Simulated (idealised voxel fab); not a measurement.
This section sets out a process module, namely voxel wiring stack.
Square cells of 5 nm make up the cross-section cut, whose width is 215 nm.
We lay out every cross-section as a grid of square cells and spell it out in bands from the top down, where one band means one or more rows of cells.
What a band's entry tells you: where the top is and where the bottom is, as heights in nm, and after that what lies inside, material by material from left to right, each with its width in nm. Empty space is written as the word "empty", and a single material marked with the word "edge to edge" occupies the band from edge to edge.
Where do heights start? At 0: under that level the wafer as delivered is made of one material only. And the lowest band has no floor; it just carries on downward, as in "0 -> down".
Top row gets the first number, bottom row gets the second, and each row in between changes by the same step: that is how a band width like "30 to 40" works.
Step note "everything unchanged" = no cross-section cell changed.
"Enclosed internal cavities": empty spaces of 8 cells or more with no open way to the top, each given as width x height at distance, distance from the left edge, all in nm.
That trailing text on a step's line, after the settings, is the simulator's own remark on the step.
Steps that use a mask can have "overlay nm" on their line. It says how far the mask sat to the right of where it was meant to be. Negative means to the left.

-- The planned process steps are enumerated hereunder
1: RECEIVE [material Si]
2: CONFORMAL_DEP [material SiO2] [thk nm 15]
3: DIRECTIONAL_DEP [material TiN] [thk nm 5]
4: DIRECTIONAL_DEP [material Ru] [thk nm 25]
5: PATTERN [tone cover] [mask id METAL_1] [material resist] [width nm 25] [pitch nm 45] [thk nm 20] [overlay nm 0]
6: DIRECTIONAL_ETCH [etch materials Ru] [depth nm 25]
7: DIRECTIONAL_ETCH [etch materials TiN] [depth nm 5]
8: STRIP [etch materials resist]
9: FILL_DEP [material lowk] [thk nm 5]
10: CMP [height nm 45]
11: CONFORMAL_DEP [material SiCN] [thk nm 5]
12: DIRECTIONAL_DEP [material lowk] [thk nm 20]
13: PATTERN [tone open] [mask id PLUG_1] [material resist] [width nm 15] [pitch nm 45] [thk nm 20] [overlay nm 0]
14: DIRECTIONAL_ETCH [etch materials lowk] [depth nm 20]
15: DIRECTIONAL_ETCH [etch materials SiCN] [depth nm 5]
16: STRIP [etch materials resist]
17: EPI [material Ru] [thk nm 10]
18: EPI [material Ru] [thk nm 10]
19: EPI [material Ru] [thk nm 5]
20: DIRECTIONAL_DEP [material TiN] [thk nm 5]
21: DIRECTIONAL_DEP [material W] [thk nm 15]
22: PATTERN [tone cover] [mask id METAL_2] [material resist] [width nm 25] [pitch nm 45] [thk nm 15] [overlay nm 0]
23: DIRECTIONAL_ETCH [etch materials W] [depth nm 15]
24: DIRECTIONAL_ETCH [etch materials TiN] [depth nm 5]
25: STRIP [etch materials resist]
26: CONFORMAL_DEP [material SiN] [thk nm 5]
27: FILL_DEP [material SiO2] [thk nm 5]
28: CMP [height nm 80]
29: CONFORMAL_DEP [material SiN] [thk nm 5]
Among the wafers covered here, the point of difference is the height nm at step 28; their starting state is shared, and the plan presents the value of the first wafer.

-- First of several wafers, received after step 1, in cross-section
  0 -> down = Si edge to edge
  Enclosed internal cavities: none

-- Shown in cross-section: the first of several wafers at the end of the module, after its last step, step 29
  85 -> 80 = SiN edge to edge
  80 -> 75 = 45 of SiO2, then 5 of SiN, then 25 of W, then 5 of SiN, then 10 of SiO2, then 5 of SiN, then 25 of W, then 5 of SiN, then 10 of SiO2, then 5 of SiN, then 25 of W, then 5 of SiN, then 45 of SiO2
  75 -> 70 = 50 of SiN, then 25 of TiN, then 20 of SiN, then 25 of TiN, then 20 of SiN, then 25 of TiN, then 50 of SiN
  70 -> 50 = 50 of lowk, then 15 of Ru, then 30 of lowk, then 15 of Ru, then 30 of lowk, then 15 of Ru, then 60 of lowk
  50 -> 45 = 50 of SiCN, then 15 of Ru, then 30 of SiCN, then 15 of Ru, then 30 of SiCN, then 15 of Ru, then 60 of SiCN
  45 -> 20 = 50 of lowk, then 25 of Ru, then 20 of lowk, then 25 of Ru, then 20 of lowk, then 25 of Ru, then 50 of lowk
  20 -> 15 = 50 of lowk, then 25 of TiN, then 20 of lowk, then 25 of TiN, then 20 of lowk, then 25 of TiN, then 50 of lowk
  15 -> 0 = SiO2 edge to edge
  0 -> down = Si edge to edge
  Enclosed internal cavities: none

-- last wafer at the end
  105 -> 100 = SiN edge to edge
  100 -> 95 = SiO2 edge to edge
  95 -> 90 = 45 of SiO2, then 35 of SiN, then 10 of SiO2, then 35 of SiN, then 10 of SiO2, then 35 of SiN, then 45 of SiO2
  90 -> 75 = 45 of SiO2, then 5 of SiN, then 25 of W, then 5 of SiN, then 10 of SiO2, then 5 of SiN, then 25 of W, then 5 of SiN, then 10 of SiO2, then 5 of SiN, then 25 of W, then 5 of SiN, then 45 of SiO2
  75 -> 70 = 50 of SiN, then 25 of TiN, then 20 of SiN, then 25 of TiN, then 20 of SiN, then 25 of TiN, then 50 of SiN
  70 -> 50 = 50 of lowk, then 15 of Ru, then 30 of lowk, then 15 of Ru, then 30 of lowk, then 15 of Ru, then 60 of lowk
  50 -> 45 = 50 of SiCN, then 15 of Ru, then 30 of SiCN, then 15 of Ru, then 30 of SiCN, then 15 of Ru, then 60 of SiCN
  45 -> 20 = 50 of lowk, then 25 of Ru, then 20 of lowk, then 25 of Ru, then 20 of lowk, then 25 of Ru, then 50 of lowk
  20 -> 15 = 50 of lowk, then 25 of TiN, then 20 of lowk, then 25 of TiN, then 20 of lowk, then 25 of TiN, then 50 of lowk
  15 -> 0 = SiO2 edge to edge
  0 -> down = Si edge to edge
  Enclosed internal cavities: none

-- Note: the following table is arranged by wafer, a row apiece. Each row reports the end-of-module state: per material, cells gained (+) or cells lost (-) compared with the wafer as received; closed voids follow
height nm 80; +120 Ru; +34 SiCN; +77 SiN; +151 SiO2; +30 TiN; +15 W; +304 lowk; Enclosed internal cavities: none
height nm 85; +120 Ru; +34 SiCN; +83 SiN; +173 SiO2; +30 TiN; +30 W; +304 lowk; Enclosed internal cavities: none
height nm 90; +120 Ru; +34 SiCN; +89 SiN; +195 SiO2; +30 TiN; +45 W; +304 lowk; Enclosed internal cavities: none
height nm 95; +120 Ru; +34 SiCN; +110 SiN; +217 SiO2; +30 TiN; +45 W; +304 lowk; Enclosed internal cavities: none
height nm 100; +120 Ru; +34 SiCN; +110 SiN; +260 SiO2; +30 TiN; +45 W; +304 lowk; Enclosed internal cavities: none
